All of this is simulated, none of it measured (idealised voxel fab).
A process module follows: voxel gate over fins.
Square cell edge 5 nm, section width 240 nm, ID cut.
Each cross-section below is a grid of square cells, stated as bands in top-down order, with one or more rows of cells making up each band.
Per band: top height and bottom height in nm, followed by the left-to-right materials and their widths in nm; "edge to edge" marks a single material spanning edge to edge, "air" marks empty space.
Height reference: 0 = level under which incoming wafer is all one material. Lowest band: no bottom, runs on downward, e.g. "from 0 down".
The two numbers in a width such as "30->40" mark its ends across the band: the first belongs to the top row of cells, the second to the bottom row, and from each row to the next the width moves by the same amount.
For the purposes of this document, the phrase "no change" attached to a step denotes that no cell within the cross-section was modified by that step.
Basically, "Catalogued sealed voids" tells you about the enclosed voids: empty spaces with no open way to the top, 8 cells or bigger, each written width x height at distance, where distance is from the left edge, all in nm.
Anything after a step's settings on that line? It's the simulator's own note about the step.
A step line may carry the setting "overlay nm", which, for steps involving a mask, states the distance by which the mask lay to the right of its intended position; negative values denote displacement to the left.

# Listed below are the process steps as planned
step 1: RECEIVE, material Si
step 2: CONFORMAL_DEP, material SiN, thk nm 5
step 3: DIRECTIONAL_DEP, material aC, thk nm 10
step 4: PATTERN, tone cover, mask id FINS, material resist, width nm 15, pitch nm 40, thk nm 30, overlay nm 0
step 5: DIRECTIONAL_ETCH, etch materials aC, depth nm 10
step 6: STRIP, etch materials resist
step 7: DIRECTIONAL_ETCH, etch materials SiN, depth nm 5
step 8: DIRECTIONAL_ETCH, etch materials Si, depth nm 40
step 9: STRIP, etch materials aC
step 10: OXIDIZE, depth nm 5
step 11: FILL_DEP, material SiO2, thk nm 5
step 12: CMP, height nm 5
step 13: SELECTIVE_ETCH, etch materials SiO2, depth nm 15
step 14: STRIP, etch materials SiN
step 15: CONFORMAL_DEP, material HfO2, thk nm 5
step 16: CONFORMAL_DEP, material TiN, thk nm 5
step 17: FILL_DEP, material W, thk nm 15
step 18: CMP, height nm 20
step 19: CONFORMAL_DEP, material SiN, thk nm 10
Every wafer here starts from the same state; it is the step 4 width nm that distinguishes them, and the value the plan gives belongs to the first wafer.

# Here's the first of the wafers in cross-section, just as we got it, i.e. after step 1
	from 0 down = Si edge to edge
	Catalogued sealed voids: none

# Here's the first of several wafers in cross-section, end of the module, after the last step, step 19
	from 30 to 20 = SiN edge to edge
	from 20 to 10 = W edge to edge
	from 10 to 5 = 65 W, then 25 TiN, then 15 W, then 25 TiN, then 15 W, then 25 TiN, then 70 W
	from 5 to 0 = 65 W, then 5 TiN, then 15 HfO2, then 5 TiN, then 15 W, then 5 TiN, then 15 HfO2, then 5 TiN, then 15 W, then 5 TiN, then 15 HfO2, then 5 TiN, then 70 W
	from 0 to -5 = 70 TiN, then 5 HfO2, then 5 Si, then 5 HfO2, then 25 TiN, then 5 HfO2, then 5 Si, then 5 HfO2, then 25 TiN, then 5 HfO2, then 5 Si, then 5 HfO2, then 75 TiN
	from -5 to -10 = 75 HfO2, then 5 Si, then 35 HfO2, then 5 Si, then 35 HfO2, then 5 Si, then 80 HfO2
	from -10 to -45 = 75 SiO2, then 5 Si, then 35 SiO2, then 5 Si, then 35 SiO2, then 5 Si, then 80 SiO2
	from -45 down = Si edge to edge
	Catalogued sealed voids: none

# Here's the last wafer cross-sectioned at the end of the module
	from 30 to 20 = SiN edge to edge
	from 20 to 10 = W edge to edge
	from 10 to 5 = 60 W, then 35 TiN, then 5 W, then 35 TiN, then 5 W, then 35 TiN, then 65 W
	from 5 to 0 = 60 W, then 5 TiN, then 25 HfO2, then 5 TiN, then 5 W, then 5 TiN, then 25 HfO2, then 5 TiN, then 5 W, then 5 TiN, then 25 HfO2, then 5 TiN, then 65 W
	from 0 to -5 = 65 TiN, then 5 HfO2, then 15 Si, then 5 HfO2, then 15 TiN, then 5 HfO2, then 15 Si, then 5 HfO2, then 15 TiN, then 5 HfO2, then 15 Si, then 5 HfO2, then 70 TiN
	from -5 to -10 = 70 HfO2, then 15 Si, then 25 HfO2, then 15 Si, then 25 HfO2, then 15 Si, then 75 HfO2
	from -10 to -45 = 70 SiO2, then 15 Si, then 25 SiO2, then 15 Si, then 25 SiO2, then 15 Si, then 75 SiO2
	from -45 down = Si edge to edge
	Catalogued sealed voids: none

# Row per wafer, end-of-module: cell gain (+)/loss (-) by material since the wafer came in, then closed voids
width nm 15 | +60 HfO2 | -405 Si | +96 SiN | +315 SiO2 | +60 TiN | +162 W | Catalogued sealed voids: none
width nm 20 | +60 HfO2 | -378 Si | +96 SiN | +294 SiO2 | +60 TiN | +156 W | Catalogued sealed voids: none
width nm 25 | +60 HfO2 | -351 Si | +96 SiN | +273 SiO2 | +60 TiN | +150 W | Catalogued sealed voids: none
